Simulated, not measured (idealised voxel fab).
process module | voxel fin reveal
cross-section cut | 150 nm wide | cells 5 nm
A cross-section is a grid of square cells, given in bands from the top down. A band is one or more rows of cells.
Each band's line starts with the height of the band's top and of its bottom, in nm. Then come its materials from left to right, each with its width in nm. One material with "throughout" fills the band from edge to edge. "air" is empty space.
Height 0 is the level under which the wafer as received is all one material. The lowest band goes on downwards, as in "0 down".
A width such as "30 to 40" changes by the same amount from each row of cells to the next, from the band's top row to its bottom row.
"no change" after a step means that no cell of the cross-section changed.
closed voids: empty space of 8 cells or more with no open way to the top, each as width x height at its distance from the left edge, in nm
after a step's settings: what the simulator itself notes on the step
overlay nm, on a step with a mask: how far to the right of its planned place the mask lay; to the left if negative
plan
1 op RECEIVE | material Si
2 op CONFORMAL_DEP | material SiN | thk nm 10
3 op PATTERN | tone cover | mask id FINS | material resist | width nm 15 | pitch nm 40 | thk nm 15 | overlay nm 0
4 op DIRECTIONAL_ETCH | etch materials SiN | depth nm 10
5 op DIRECTIONAL_ETCH | etch materials Si | depth nm 30
6 op STRIP | etch materials resist
7 op FILL_DEP | material SiO2 | thk nm 5
8 op CMP | height nm 10
9 op SELECTIVE_ETCH | etch materials SiO2 | depth nm 25
10 op STRIP | etch materials SiN
11 op CONFORMAL_DEP | material HfO2 | thk nm 5
varied across the wafers: width nm of step 3. The plan shows the first wafer's value. All wafers start alike
first wafer as received, after step 1
  0 down: Si throughout
  closed voids: none
each wafer at the end: cells of each material gained (+) or lost (-) since it was received, then its closed voids
width nm 15 | +48 HfO2 | -126 Si | +63 SiO2 | closed voids: none
width nm 20 | +48 HfO2 | -108 Si | +54 SiO2 | closed voids: none
width nm 25 | +48 HfO2 | -90 Si | +45 SiO2 | closed voids: none
